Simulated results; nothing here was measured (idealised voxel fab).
Process module name: voxel capacitor over wiring
205 nm wide, 5 nm square cells: that's cross-section cut.
Each cross-section below is a grid of square cells, stated as bands in top-down order, with one or more rows of cells making up each band. Basically the band line says how high the top is and how high the bottom is, in nm, and then what's in it from left to right, every material with its width in nm. Empty space shows up as "empty", and if a single material carries "throughout" it runs the full band edge to edge. Counting heights begins at 0, where everything beneath is, in the wafer as received, one material. The lowest band has no bottom; it goes on downwards, as "0 down" shows. A width such as "30..40" changes by the same amount from each row of cells to the next, from the band's top row to its bottom row. No cell of the cross-section changed in a step that is given as "remained the same". If an empty space has no open way to the top and is at least 8 cells in size, "Enclosed void entries" lists it, written width x height at distance, where distance is measured from the left edge and every value is in nm. If you see something after the settings on a step's line, that's the simulator's own remark about that step. overlay nm: on a step with a mask, how far right of its planned place the mask lay; negative means left. Guide to the pairs. Each holds a before and an after cross-section around one process step; the after cross-section is cut off at the lowest band that changed. Look under the pair for the step between them and its settings. Pairs can come from different runs of this module on the same starting wafer, so a pair follows on from the one above it only where its entry headed "Incoming profile" says it does.

Incoming profile:
* 70 to 55  aC throughout
* 55 to 40  lowk throughout
* 40 to 35  SiCN throughout
* 35 to 30  SiCN 35 nm  Ru 35 nm  SiCN 60 nm  Ru 35 nm  SiCN 40 nm
* 30 to 15  lowk 40 nm  TiN 5 nm  Cu 15 nm  TiN 5 nm  lowk 70 nm  TiN 5 nm  Cu 15 nm  TiN 5 nm  lowk 45 nm
* 15 to 10  SiCN 40 nm  TiN 25 nm  SiCN 70 nm  TiN 25 nm  SiCN 45 nm
* 10 to 0  SiO2 throughout
* 0 down  Si throughout
* Enclosed void entries: none

Post-Step Geometry:
* 105 to 70  resist 45 nm  empty 25 nm  resist 135 nm
* Beneath the level 70, the cross-section is identical to its previous state.
* Enclosed void entries: none
Can you name the step between the two cross-sections above? It is PATTERN,tone open,mask id PLUG_1,material resist,width nm 25,thk nm 35,overlay nm 0

Incoming profile: The initial state for this step is given by the after cross-section of the immediately preceding pair.

Post-Step Geometry:
* 90 to 70  resist 45 nm  empty 25 nm  resist 135 nm
* 70 to 55  aC 45 nm  empty 25 nm  aC 135 nm
* Beneath the level 55, the cross-section is identical to its previous state.
* Enclosed void entries: none
Can you name the step between the two cross-sections above? It is DIRECTIONAL_ETCH,etch materials aC,depth nm 15

Incoming profile: The initial state for this step is given by the after cross-section of the immediately preceding pair.

Post-Step Geometry:
* 70 to 55  aC 45 nm  empty 25 nm  aC 135 nm
* Beneath the level 55, the cross-section is identical to its previous state.
* Enclosed void entries: none
Can you name the step between the two cross-sections above? It is STRIP,etch materials resist

Incoming profile: The initial state for this step is given by the after cross-section of the immediately preceding pair.

Post-Step Geometry:
* 70 to 55  aC 45 nm  empty 25 nm  aC 135 nm
* 55 to 40  lowk 45 nm  empty 25 nm  lowk 135 nm
* Beneath the level 40, the cross-section is identical to its previous state.
* Enclosed void entries: none
Can you name the step between the two cross-sections above? It is DIRECTIONAL_ETCH,etch materials lowk,depth nm 15

Incoming profile: The initial state for this step is given by the after cross-section of the immediately preceding pair.

Post-Step Geometry:
* 70 to 55  aC 45 nm  empty 25 nm  aC 135 nm
* 55 to 40  lowk 45 nm  empty 25 nm  lowk 135 nm
* 40 to 35  SiCN 45 nm  empty 25 nm  SiCN 135 nm
* Beneath the level 35, the cross-section is identical to its previous state.
* Enclosed void entries: none
Can you name the step between the two cross-sections above? It is DIRECTIONAL_ETCH,etch materials SiCN,depth nm 5

Incoming profile: The initial state for this step is given by the after cross-section of the immediately preceding pair.

Post-Step Geometry:
* 55 to 40  lowk 45 nm  empty 25 nm  lowk 135 nm
* Beneath the level 40, the cross-section is identical to its previous state.
* Enclosed void entries: none
Can you name the step between the two cross-sections above? It is STRIP,etch materials aC

Incoming profile: The initial state for this step is given by the after cross-section of the immediately preceding pair.

Post-Step Geometry:
* 55 to 45  lowk 45 nm  empty 25 nm  lowk 135 nm
* 45 to 40  lowk 45 nm  Ru 25 nm  lowk 135 nm
* 40 to 35  SiCN 45 nm  Ru 25 nm  SiCN 135 nm
* Beneath the level 35, the cross-section is identical to its previous state.
* Enclosed void entries: none
Can you name the step between the two cross-sections above? It is EPI,material Ru,thk nm 10

Incoming profile: The initial state for this step is given by the after cross-section of the immediately preceding pair.

Post-Step Geometry:
* 55 to 40  lowk 45 nm  Ru 25 nm  lowk 135 nm
* Beneath the level 40, the cross-section is identical to its previous state.
* Enclosed void entries: none
Can you name the step between the two cross-sections above? It is EPI,material Ru,thk nm 10

Incoming profile: The initial state for this step is given by the after cross-section of the immediately preceding pair.

Post-Step Geometry:
* 65 to 55  TiN throughout
* Beneath the level 55, the cross-section is identical to its previous state.
* Enclosed void entries: none
Can you name the step between the two cross-sections above? It is DIRECTIONAL_DEP,material TiN,thk nm 10

Incoming profile: The initial state for this step is given by the after cross-section of the immediately preceding pair.

Post-Step Geometry:
* 70 to 65  Al2O3 throughout
* Beneath the level 65, the cross-section is identical to its previous state.
* Enclosed void entries: none
Can you name the step between the two cross-sections above? It is DIRECTIONAL_DEP,material Al2O3,thk nm 5

Incoming profile: The initial state for this step is given by the after cross-section of the immediately preceding pair.

Post-Step Geometry:
* 75 to 70  TiN throughout
* Beneath the level 70, the cross-section is identical to its previous state.
* Enclosed void entries: none
Can you name the step between the two cross-sections above? It is DIRECTIONAL_DEP,material TiN,thk nm 5

Incoming profile: The initial state for this step is given by the after cross-section of the immediately preceding pair.

Post-Step Geometry:
* 75 to 70  empty 50 nm  TiN 75 nm  empty 80 nm
* Beneath the level 70, the cross-section is identical to its previous state.
* Enclosed void entries: none
Can you name the step between the two cross-sections above? It is MASKED_ETCH,tone cover,mask id UPPER_PLATE,width nm 75,etch materials TiN,depth nm 5,overlay nm 0

Incoming profile: The initial state for this step is given by the after cross-section of the immediately preceding pair.

Post-Step Geometry:
* 75 to 70  empty 50 nm  TiN 75 nm  empty 80 nm
* 70 to 65  empty 50 nm  Al2O3 75 nm  empty 80 nm
* Beneath the level 65, the cross-section is identical to its previous state.
* Enclosed void entries: none
Can you name the step between the two cross-sections above? It is MASKED_ETCH,tone cover,mask id UPPER_PLATE,width nm 75,etch materials Al2O3,depth nm 5,overlay nm 0

Incoming profile: The initial state for this step is given by the after cross-section of the immediately preceding pair.

Post-Step Geometry:
* 95 to 75  empty 45 nm  resist 85 nm  empty 75 nm
* 75 to 70  empty 45 nm  resist 5 nm  TiN 75 nm  resist 5 nm  empty 75 nm
* 70 to 65  empty 45 nm  resist 5 nm  Al2O3 75 nm  resist 5 nm  empty 75 nm
* Beneath the level 65, the cross-section is identical to its previous state.
* Enclosed void entries: none
Can you name the step between the two cross-sections above? It is PATTERN,tone cover,mask id LOWER_PLATE,material resist,width nm 85,thk nm 20,overlay nm 0

Incoming profile: The initial state for this step is given by the after cross-section of the immediately preceding pair.

Post-Step Geometry:
* 95 to 75  empty 45 nm  resist 85 nm  empty 75 nm
* 75 to 70  empty 45 nm  resist 5 nm  TiN 75 nm  resist 5 nm  empty 75 nm
* 70 to 65  empty 45 nm  resist 5 nm  Al2O3 75 nm  resist 5 nm  empty 75 nm
* 65 to 55  empty 45 nm  TiN 85 nm  empty 75 nm
* Beneath the level 55, the cross-section is identical to its previous state.
* Enclosed void entries: none
Can you name the step between the two cross-sections above? It is DIRECTIONAL_ETCH,etch materials TiN,depth nm 10

Incoming profile: The initial state for this step is given by the after cross-section of the immediately preceding pair.

Post-Step Geometry:
* 75 to 70  empty 50 nm  TiN 75 nm  empty 80 nm
* 70 to 65  empty 50 nm  Al2O3 75 nm  empty 80 nm
* Beneath the level 65, the cross-section is identical to its previous state.
* Enclosed void entries: none
Can you name the step between the two cross-sections above? It is STRIP,etch materials resist

Incoming profile: The initial state for this step is given by the after cross-section of the immediately preceding pair.

Post-Step Geometry:
* 95 to 75  SiO2 throughout
* 75 to 70  SiO2 50 nm  TiN 75 nm  SiO2 80 nm
* 70 to 65  SiO2 50 nm  Al2O3 75 nm  SiO2 80 nm
* 65 to 55  SiO2 45 nm  TiN 85 nm  SiO2 75 nm
* Beneath the level 55, the cross-section is identical to its previous state.
* Enclosed void entries: none
Can you name the step between the two cross-sections above? It is FILL_DEP,material SiO2,thk nm 20

Incoming profile: The initial state for this step is given by the after cross-section of the immediately preceding pair.

Post-Step Geometry:
* 90 to 75  SiO2 throughout
* Beneath the level 75, the cross-section is identical to its previous state.
* Enclosed void entries: none
Can you name the step between the two cross-sections above? It is CMP,height nm 90

Incoming profile: The initial state for this step is given by the after cross-section of the immediately preceding pair.

Post-Step Geometry:
* 100 to 90  aC throughout
* Beneath the level 90, the cross-section is identical to its previous state.
* Enclosed void entries: none
Can you name the step between the two cross-sections above? It is DIRECTIONAL_DEP,material aC,thk nm 10

Incoming profile: The initial state for this step is given by the after cross-section of the immediately preceding pair.

Post-Step Geometry:
* 130 to 100  resist 60 nm  empty 15 nm  resist 130 nm
* Beneath the level 100, the cross-section is identical to its previous state.
* Enclosed void entries: none
Can you name the step between the two cross-sections above? It is PATTERN,tone open,mask id PLUG_2,material resist,width nm 15,thk nm 30,overlay nm 0

Incoming profile: The initial state for this step is given by the after cross-section of the immediately preceding pair.

Post-Step Geometry:
* 120 to 100  resist 60 nm  empty 15 nm  resist 130 nm
* 100 to 90  aC 60 nm  empty 15 nm  aC 130 nm
* Beneath the level 90, the cross-section is identical to its previous state.
* Enclosed void entries: none
Can you name the step between the two cross-sections above? It is DIRECTIONAL_ETCH,etch materials aC,depth nm 10

Incoming profile: The initial state for this step is given by the after cross-section of the immediately preceding pair.

Post-Step Geometry:
* 100 to 90  aC 60 nm  empty 15 nm  aC 130 nm
* Beneath the level 90, the cross-section is identical to its previous state.
* Enclosed void entries: none
Can you name the step between the two cross-sections above? It is STRIP,etch materials resist

Incoming profile: The initial state for this step is given by the after cross-section of the immediately preceding pair.

Post-Step Geometry:
* 100 to 90  aC 60 nm  empty 15 nm  aC 130 nm
* 90 to 75  SiO2 60 nm  empty 15 nm  SiO2 130 nm
* Beneath the level 75, the cross-section is identical to its previous state.
* Enclosed void entries: none
Can you name the step between the two cross-sections above? It is DIRECTIONAL_ETCH,etch materials SiO2,depth nm 15

Incoming profile: The initial state for this step is given by the after cross-section of the immediately preceding pair.

Post-Step Geometry:
* 90 to 75  SiO2 60 nm  empty 15 nm  SiO2 130 nm
* Beneath the level 75, the cross-section is identical to its previous state.
* Enclosed void entries: none
Can you name the step between the two cross-sections above? It is STRIP,etch materials aC

Incoming profile: The initial state for this step is given by the after cross-section of the immediately preceding pair.

Post-Step Geometry:
* 95 to 90  TiN 65 nm  empty 5 nm  TiN 135 nm
* 90 to 80  SiO2 60 nm  TiN 5 nm  empty 5 nm  TiN 5 nm  SiO2 130 nm
* 80 to 70  SiO2 60..50 nm  TiN 15..75 nm  SiO2 130..80 nm
* Beneath the level 70, the cross-section is identical to its previous state.
* Enclosed void entries: none
Can you name the step between the two cross-sections above? It is CONFORMAL_DEP,material TiN,thk nm 5

Incoming profile: The initial state for this step is given by the after cross-section of the immediately preceding pair.

Post-Step Geometry:
* 100 to 95  Ru throughout
* 95 to 90  TiN 65 nm  Ru 5 nm  TiN 135 nm
* 90 to 80  SiO2 60 nm  TiN 5 nm  Ru 5 nm  TiN 5 nm  SiO2 130 nm
* Beneath the level 80, the cross-section is identical to its previous state.
* Enclosed void entries: none
Can you name the step between the two cross-sections above? It is FILL_DEP,material Ru,thk nm 5

Incoming profile: The initial state for this step is given by the after cross-section of the immediately preceding pair.

Post-Step Geometry:
* 90 to 80  SiO2 60 nm  TiN 5 nm  Ru 5 nm  TiN 5 nm  SiO2 130 nm
* Beneath the level 80, the cross-section is identical to its previous state.
* Enclosed void entries: none
Can you name the step between the two cross-sections above? It is CMP,height nm 90

Incoming profile: The initial state for this step is given by the after cross-section of the immediately preceding pair.

Post-Step Geometry:
* 95 to 90  SiN throughout
* Beneath the level 90, the cross-section is identical to its previous state.
* Enclosed void entries: none
Can you name the step between the two cross-sections above? It is CONFORMAL_DEP,material SiN,thk nm 5

Incoming profile:
* 100 to 90  aC throughout
* 90 to 75  SiO2 throughout
* 75 to 70  SiO2 50 nm  TiN 75 nm  SiO2 80 nm
* 70 to 65  SiO2 50 nm  Al2O3 75 nm  SiO2 80 nm
* 65 to 55  SiO2 45 nm  TiN 85 nm  SiO2 75 nm
* 55 to 40  lowk 50 nm  Ru 15 nm  lowk 140 nm
* 40 to 35  SiCN 50 nm  Ru 15 nm  SiCN 140 nm
* 35 to 30  SiCN 35 nm  Ru 35 nm  SiCN 60 nm  Ru 35 nm  SiCN 40 nm
* 30 to 15  lowk 40 nm  TiN 5 nm  Cu 15 nm  TiN 5 nm  lowk 70 nm  TiN 5 nm  Cu 15 nm  TiN 5 nm  lowk 45 nm
* 15 to 10  SiCN 40 nm  TiN 25 nm  SiCN 70 nm  TiN 25 nm  SiCN 45 nm
* 10 to 0  SiO2 throughout
* 0 down  Si throughout
* Enclosed void entries: none

Post-Step Geometry:
* 130 to 100  resist 50 nm  empty 15 nm  resist 140 nm
* Beneath the level 100, the cross-section is identical to its previous state.
* Enclosed void entries: none
Can you name the step between the two cross-sections above? It is PATTERN,tone open,mask id PLUG_2,material resist,width nm 15,thk nm 30,overlay nm -10

Incoming profile: The initial state for this step is given by the after cross-section of the immediately preceding pair.

Post-Step Geometry:
* 120 to 100  resist 50 nm  empty 15 nm  resist 140 nm
* 100 to 90  aC 50 nm  empty 15 nm  aC 140 nm
* Beneath the level 90, the cross-section is identical to its previous state.
* Enclosed void entries: none
Can you name the step between the two cross-sections above? It is DIRECTIONAL_ETCH,etch materials aC,depth nm 10

Incoming profile: The initial state for this step is given by the after cross-section of the immediately preceding pair.

Post-Step Geometry:
* 100 to 90  aC 50 nm  empty 15 nm  aC 140 nm
* Beneath the level 90, the cross-section is identical to its previous state.
* Enclosed void entries: none
Can you name the step between the two cross-sections above? It is STRIP,etch materials resist

Incoming profile: The initial state for this step is given by the after cross-section of the immediately preceding pair.

Post-Step Geometry:
* 100 to 90  aC 50 nm  empty 15 nm  aC 140 nm
* 90 to 75  SiO2 50 nm  empty 15 nm  SiO2 140 nm
* Beneath the level 75, the cross-section is identical to its previous state.
* Enclosed void entries: none
Can you name the step between the two cross-sections above? It is DIRECTIONAL_ETCH,etch materials SiO2,depth nm 15

Incoming profile: The initial state for this step is given by the after cross-section of the immediately preceding pair.

Post-Step Geometry:
* 90 to 75  SiO2 50 nm  empty 15 nm  SiO2 140 nm
* Beneath the level 75, the cross-section is identical to its previous state.
* Enclosed void entries: none
Can you name the step between the two cross-sections above? It is STRIP,etch materials aC

Incoming profile: The initial state for this step is given by the after cross-section of the immediately preceding pair.

Post-Step Geometry:
* 95 to 90  TiN 55 nm  empty 5 nm  TiN 145 nm
* 90 to 80  SiO2 50 nm  TiN 5 nm  empty 5 nm  TiN 5 nm  SiO2 140 nm
* 80 to 70  SiO2 50 nm  TiN 15..75 nm  SiO2 140..80 nm
* Beneath the level 70, the cross-section is identical to its previous state.
* Enclosed void entries: none
Can you name the step between the two cross-sections above? It is CONFORMAL_DEP,material TiN,thk nm 5

Incoming profile: The initial state for this step is given by the after cross-section of the immediately preceding pair.

Post-Step Geometry:
* 100 to 95  Ru throughout
* 95 to 90  TiN 55 nm  Ru 5 nm  TiN 145 nm
* 90 to 80  SiO2 50 nm  TiN 5 nm  Ru 5 nm  TiN 5 nm  SiO2 140 nm
* Beneath the level 80, the cross-section is identical to its previous state.
* Enclosed void entries: none
Can you name the step between the two cross-sections above? It is FILL_DEP,material Ru,thk nm 5

Incoming profile: The initial state for this step is given by the after cross-section of the immediately preceding pair.

Post-Step Geometry:
* 90 to 80  SiO2 50 nm  TiN 5 nm  Ru 5 nm  TiN 5 nm  SiO2 140 nm
* Beneath the level 80, the cross-section is identical to its previous state.
* Enclosed void entries: none
Can you name the step between the two cross-sections above? It is CMP,height nm 90

Incoming profile: The initial state for this step is given by the after cross-section of the immediately preceding pair.

Post-Step Geometry:
* 95 to 90  SiN throughout
* Beneath the level 90, the cross-section is identical to its previous state.
* Enclosed void entries: none
Can you name the step between the two cross-sections above? It is CONFORMAL_DEP,material SiN,thk nm 5

Incoming profile:
* 0 down  Si throughout
* Enclosed void entries: none

Post-Step Geometry:
* 10 to 0  SiCN throughout
* Beneath the level 0, the cross-section is identical to its previous state.
* Enclosed void entries: none
Can you name the step between the two cross-sections above? It is CONFORMAL_DEP,material SiCN,thk nm 10

Incoming profile: The initial state for this step is given by the after cross-section of the immediately preceding pair.

Post-Step Geometry:
* 15 to 0  SiCN throughout
* Beneath the level 0, the cross-section is identical to its previous state.
* Enclosed void entries: none
Can you name the step between the two cross-sections above? It is CONFORMAL_DEP,material SiCN,thk nm 5

Incoming profile: The initial state for this step is given by the after cross-section of the immediately preceding pair.

Post-Step Geometry:
* 30 to 15  lowk throughout
* Beneath the level 15, the cross-section is identical to its previous state.
* Enclosed void entries: none
Can you name the step between the two cross-sections above? It is DIRECTIONAL_DEP,material lowk,thk nm 15

Incoming profile: The initial state for this step is given by the after cross-section of the immediately preceding pair.

Post-Step Geometry:
* 45 to 30  resist 40 nm  empty 25 nm  resist 70 nm  empty 25 nm  resist 45 nm
* Beneath the level 30, the cross-section is identical to its previous state.
* Enclosed void entries: none
Can you name the step between the two cross-sections above? It is PATTERN,tone open,mask id METAL_1,material resist,width nm 25,pitch nm 95,thk nm 15,overlay nm 0

Incoming profile: The initial state for this step is given by the after cross-section of the immediately preceding pair.

Post-Step Geometry:
* 45 to 30  resist 40 nm  empty 25 nm  resist 70 nm  empty 25 nm  resist 45 nm
* 30 to 15  lowk 40 nm  empty 25 nm  lowk 70 nm  empty 25 nm  lowk 45 nm
* Beneath the level 15, the cross-section is identical to its previous state.
* Enclosed void entries: none
Can you name the step between the two cross-sections above? It is DIRECTIONAL_ETCH,etch materials lowk,depth nm 15

Incoming profile: The initial state for this step is given by the after cross-section of the immediately preceding pair.

Post-Step Geometry:
* 45 to 30  resist 40 nm  empty 25 nm  resist 70 nm  empty 25 nm  resist 45 nm
* 30 to 15  lowk 40 nm  empty 25 nm  lowk 70 nm  empty 25 nm  lowk 45 nm
* 15 to 10  SiCN 40 nm  empty 25 nm  SiCN 70 nm  empty 25 nm  SiCN 45 nm
* Beneath the level 10, the cross-section is identical to its previous state.
* Enclosed void entries: none
Can you name the step between the two cross-sections above? It is DIRECTIONAL_ETCH,etch materials SiCN,depth nm 5

Incoming profile: The initial state for this step is given by the after cross-section of the immediately preceding pair.

Post-Step Geometry:
* 30 to 15  lowk 40 nm  empty 25 nm  lowk 70 nm  empty 25 nm  lowk 45 nm
* Beneath the level 15, the cross-section is identical to its previous state.
* Enclosed void entries: none
Can you name the step between the two cross-sections above? It is STRIP,etch materials resist

Incoming profile: The initial state for this step is given by the after cross-section of the immediately preceding pair.

Post-Step Geometry:
* 35 to 30  TiN 45 nm  empty 15 nm  TiN 80 nm  empty 15 nm  TiN 50 nm
* 30 to 15  lowk 40 nm  TiN 5 nm  empty 15 nm  TiN 5 nm  lowk 70 nm  TiN 5 nm  empty 15 nm  TiN 5 nm  lowk 45 nm
* 15 to 10  SiCN 40 nm  TiN 25 nm  SiCN 70 nm  TiN 25 nm  SiCN 45 nm
* Beneath the level 10, the cross-section is identical to its previous state.
* Enclosed void entries: none
Can you name the step between the two cross-sections above? It is CONFORMAL_DEP,material TiN,thk nm 5

Incoming profile: The initial state for this step is given by the after cross-section of the immediately preceding pair.

Post-Step Geometry:
* 40 to 35  Cu throughout
* 35 to 30  TiN 45 nm  Cu 15 nm  TiN 80 nm  Cu 15 nm  TiN 50 nm
* 30 to 15  lowk 40 nm  TiN 5 nm  Cu 15 nm  TiN 5 nm  lowk 70 nm  TiN 5 nm  Cu 15 nm  TiN 5 nm  lowk 45 nm
* Beneath the level 15, the cross-section is identical to its previous state.
* Enclosed void entries: none
Can you name the step between the two cross-sections above? It is FILL_DEP,material Cu,thk nm 5

Incoming profile: The initial state for this step is given by the after cross-section of the immediately preceding pair.

Post-Step Geometry:
* 30 to 15  lowk 40 nm  TiN 5 nm  Cu 15 nm  TiN 5 nm  lowk 70 nm  TiN 5 nm  Cu 15 nm  TiN 5 nm  lowk 45 nm
* Beneath the level 15, the cross-section is identical to its previous state.
* Enclosed void entries: none
Can you name the step between the two cross-sections above? It is CMP,height nm 30

Incoming profile: The initial state for this step is given by the after cross-section of the immediately preceding pair.

Post-Step Geometry:
* 35 to 30  empty 35 nm  Ru 35 nm  empty 60 nm  Ru 35 nm  empty 40 nm
* Beneath the level 30, the cross-section is identical to its previous state.
* Enclosed void entries: none
Can you name the step between the two cross-sections above? It is EPI,material Ru,thk nm 5

Incoming profile: The initial state for this step is given by the after cross-section of the immediately preceding pair.

Post-Step Geometry:
* 40 to 35  SiCN throughout
* 35 to 30  SiCN 35 nm  Ru 35 nm  SiCN 60 nm  Ru 35 nm  SiCN 40 nm
* Beneath the level 30, the cross-section is identical to its previous state.
* Enclosed void entries: none
Can you name the step between the two cross-sections above? It is FILL_DEP,material SiCN,thk nm 5

Incoming profile: The initial state for this step is given by the after cross-section of the immediately preceding pair.

Post-Step Geometry:
* 55 to 40  lowk throughout
* Beneath the level 40, the cross-section is identical to its previous state.
* Enclosed void entries: none
Can you name the step between the two cross-sections above? It is DIRECTIONAL_DEP,material lowk,thk nm 15

Incoming profile: The initial state for this step is given by the after cross-section of the immediately preceding pair.

Post-Step Geometry:
* 70 to 55  aC throughout
* Beneath the level 55, the cross-section is identical to its previous state.
* Enclosed void entries: none
Can you name the step between the two cross-sections above? It is DIRECTIONAL_DEP,material aC,thk nm 15

Incoming profile: The initial state for this step is given by the after cross-section of the immediately preceding pair.

Post-Step Geometry:
* 105 to 70  resist 50 nm  empty 15 nm  resist 140 nm
* Beneath the level 70, the cross-section is identical to its previous state.
* Enclosed void entries: none
Can you name the step between the two cross-sections above? It is PATTERN,tone open,mask id PLUG_1,material resist,width nm 15,thk nm 35,overlay nm 0

Incoming profile: The initial state for this step is given by the after cross-section of the immediately preceding pair.

Post-Step Geometry:
* 90 to 70  resist 50 nm  empty 15 nm  resist 140 nm
* 70 to 55  aC 50 nm  empty 15 nm  aC 140 nm
* Beneath the level 55, the cross-section is identical to its previous state.
* Enclosed void entries: none
Can you name the step between the two cross-sections above? It is DIRECTIONAL_ETCH,etch materials aC,depth nm 15

Incoming profile: The initial state for this step is given by the after cross-section of the immediately preceding pair.

Post-Step Geometry:
* 70 to 55  aC 50 nm  empty 15 nm  aC 140 nm
* Beneath the level 55, the cross-section is identical to its previous state.
* Enclosed void entries: none
Can you name the step between the two cross-sections above? It is STRIP,etch materials resist

Incoming profile: The initial state for this step is given by the after cross-section of the immediately preceding pair.

Post-Step Geometry:
* 70 to 55  aC 50 nm  empty 15 nm  aC 140 nm
* 55 to 40  lowk 50 nm  empty 15 nm  lowk 140 nm
* Beneath the level 40, the cross-section is identical to its previous state.
* Enclosed void entries: none
Can you name the step between the two cross-sections above? It is DIRECTIONAL_ETCH,etch materials lowk,depth nm 15

Incoming profile: The initial state for this step is given by the after cross-section of the immediately preceding pair.

Post-Step Geometry:
* 70 to 55  aC 50 nm  empty 15 nm  aC 140 nm
* 55 to 40  lowk 50 nm  empty 15 nm  lowk 140 nm
* 40 to 35  SiCN 50 nm  empty 15 nm  SiCN 140 nm
* Beneath the level 35, the cross-section is identical to its previous state.
* Enclosed void entries: none
Can you name the step between the two cross-sections above? It is DIRECTIONAL_ETCH,etch materials SiCN,depth nm 5

Incoming profile: The initial state for this step is given by the after cross-section of the immediately preceding pair.

Post-Step Geometry:
* 55 to 40  lowk 50 nm  empty 15 nm  lowk 140 nm
* Beneath the level 40, the cross-section is identical to its previous state.
* Enclosed void entries: none
Can you name the step between the two cross-sections above? It is STRIP,etch materials aC

Incoming profile: The initial state for this step is given by the after cross-section of the immediately preceding pair.

Post-Step Geometry:
* 55 to 45  lowk 50 nm  empty 15 nm  lowk 140 nm
* 45 to 40  lowk 50 nm  Ru 15 nm  lowk 140 nm
* 40 to 35  SiCN 50 nm  Ru 15 nm  SiCN 140 nm
* Beneath the level 35, the cross-section is identical to its previous state.
* Enclosed void entries: none
Can you name the step between the two cross-sections above? It is EPI,material Ru,thk nm 10

Incoming profile: The initial state for this step is given by the after cross-section of the immediately preceding pair.

Post-Step Geometry:
* 55 to 40  lowk 50 nm  Ru 15 nm  lowk 140 nm
* Beneath the level 40, the cross-section is identical to its previous state.
* Enclosed void entries: none
Can you name the step between the two cross-sections above? It is EPI,material Ru,thk nm 10

Incoming profile: The initial state for this step is given by the after cross-section of the immediately preceding pair.

Post-Step Geometry:
* 65 to 55  TiN throughout
* Beneath the level 55, the cross-section is identical to its previous state.
* Enclosed void entries: none
Can you name the step between the two cross-sections above? It is DIRECTIONAL_DEP,material TiN,thk nm 10

Incoming profile: The initial state for this step is given by the after cross-section of the immediately preceding pair.

Post-Step Geometry:
* 70 to 65  Al2O3 throughout
* Beneath the level 65, the cross-section is identical to its previous state.
* Enclosed void entries: none
Can you name the step between the two cross-sections above? It is DIRECTIONAL_DEP,material Al2O3,thk nm 5

Incoming profile: The initial state for this step is given by the after cross-section of the immediately preceding pair.

Post-Step Geometry:
* 75 to 70  TiN throughout
* Beneath the level 70, the cross-section is identical to its previous state.
* Enclosed void entries: none
Can you name the step between the two cross-sections above? It is DIRECTIONAL_DEP,material TiN,thk nm 5

Incoming profile: The initial state for this step is given by the after cross-section of the immediately preceding pair.

Post-Step Geometry:
* 75 to 70  empty 50 nm  TiN 75 nm  empty 80 nm
* Beneath the level 70, the cross-section is identical to its previous state.
* Enclosed void entries: none
Can you name the step between the two cross-sections above? It is MASKED_ETCH,tone cover,mask id UPPER_PLATE,width nm 75,etch materials TiN,depth nm 5,overlay nm 0

Incoming profile: The initial state for this step is given by the after cross-section of the immediately preceding pair.

Post-Step Geometry:
* 75 to 70  empty 50 nm  TiN 75 nm  empty 80 nm
* 70 to 65  empty 50 nm  Al2O3 75 nm  empty 80 nm
* Beneath the level 65, the cross-section is identical to its previous state.
* Enclosed void entries: none
Can you name the step between the two cross-sections above? It is MASKED_ETCH,tone cover,mask id UPPER_PLATE,width nm 75,etch materials Al2O3,depth nm 5,overlay nm 0

Incoming profile: The initial state for this step is given by the after cross-section of the immediately preceding pair.

Post-Step Geometry:
* 95 to 75  empty 45 nm  resist 85 nm  empty 75 nm
* 75 to 70  empty 45 nm  resist 5 nm  TiN 75 nm  resist 5 nm  empty 75 nm
* 70 to 65  empty 45 nm  resist 5 nm  Al2O3 75 nm  resist 5 nm  empty 75 nm
* Beneath the level 65, the cross-section is identical to its previous state.
* Enclosed void entries: none
Can you name the step between the two cross-sections above? It is PATTERN,tone cover,mask id LOWER_PLATE,material resist,width nm 85,thk nm 20,overlay nm 0

Incoming profile: The initial state for this step is given by the after cross-section of the immediately preceding pair.

Post-Step Geometry:
* 95 to 75  empty 45 nm  resist 85 nm  empty 75 nm
* 75 to 70  empty 45 nm  resist 5 nm  TiN 75 nm  resist 5 nm  empty 75 nm
* 70 to 65  empty 45 nm  resist 5 nm  Al2O3 75 nm  resist 5 nm  empty 75 nm
* 65 to 55  empty 45 nm  TiN 85 nm  empty 75 nm
* Beneath the level 55, the cross-section is identical to its previous state.
* Enclosed void entries: none
Can you name the step between the two cross-sections above? It is DIRECTIONAL_ETCH,etch materials TiN,depth nm 10

Incoming profile: The initial state for this step is given by the after cross-section of the immediately preceding pair.

Post-Step Geometry:
* 75 to 70  empty 50 nm  TiN 75 nm  empty 80 nm
* 70 to 65  empty 50 nm  Al2O3 75 nm  empty 80 nm
* Beneath the level 65, the cross-section is identical to its previous state.
* Enclosed void entries: none
Can you name the step between the two cross-sections above? It is STRIP,etch materials resist

Incoming profile: The initial state for this step is given by the after cross-section of the immediately preceding pair.

Post-Step Geometry:
* 95 to 75  SiO2 throughout
* 75 to 70  SiO2 50 nm  TiN 75 nm  SiO2 80 nm
* 70 to 65  SiO2 50 nm  Al2O3 75 nm  SiO2 80 nm
* 65 to 55  SiO2 45 nm  TiN 85 nm  SiO2 75 nm
* Beneath the level 55, the cross-section is identical to its previous state.
* Enclosed void entries: none
Can you name the step between the two cross-sections above? It is FILL_DEP,material SiO2,thk nm 20

Incoming profile: The initial state for this step is given by the after cross-section of the immediately preceding pair.

Post-Step Geometry:
* 90 to 75  SiO2 throughout
* Beneath the level 75, the cross-section is identical to its previous state.
* Enclosed void entries: none
Can you name the step between the two cross-sections above? It is CMP,height nm 90

Incoming profile: The initial state for this step is given by the after cross-section of the immediately preceding pair.

Post-Step Geometry:
* 100 to 90  aC throughout
* Beneath the level 90, the cross-section is identical to its previous state.
* Enclosed void entries: none
Can you name the step between the two cross-sections above? It is DIRECTIONAL_DEP,material aC,thk nm 10

Incoming profile: The initial state for this step is given by the after cross-section of the immediately preceding pair.

Post-Step Geometry:
* 130 to 100  resist 60 nm  empty 15 nm  resist 130 nm
* Beneath the level 100, the cross-section is identical to its previous state.
* Enclosed void entries: none
Can you name the step between the two cross-sections above? It is PATTERN,tone open,mask id PLUG_2,material resist,width nm 15,thk nm 30,overlay nm 0

Incoming profile: The initial state for this step is given by the after cross-section of the immediately preceding pair.

Post-Step Geometry:
* 120 to 100  resist 60 nm  empty 15 nm  resist 130 nm
* 100 to 90  aC 60 nm  empty 15 nm  aC 130 nm
* Beneath the level 90, the cross-section is identical to its previous state.
* Enclosed void entries: none
Can you name the step between the two cross-sections above? It is DIRECTIONAL_ETCH,etch materials aC,depth nm 10

Incoming profile: The initial state for this step is given by the after cross-section of the immediately preceding pair.

Post-Step Geometry:
* 100 to 90  aC 60 nm  empty 15 nm  aC 130 nm
* Beneath the level 90, the cross-section is identical to its previous state.
* Enclosed void entries: none
Can you name the step between the two cross-sections above? It is STRIP,etch materials resist

Incoming profile: The initial state for this step is given by the after cross-section of the immediately preceding pair.

Post-Step Geometry:
* 100 to 90  aC 60 nm  empty 15 nm  aC 130 nm
* 90 to 75  SiO2 60 nm  empty 15 nm  SiO2 130 nm
* Beneath the level 75, the cross-section is identical to its previous state.
* Enclosed void entries: none
Can you name the step between the two cross-sections above? It is DIRECTIONAL_ETCH,etch materials SiO2,depth nm 15
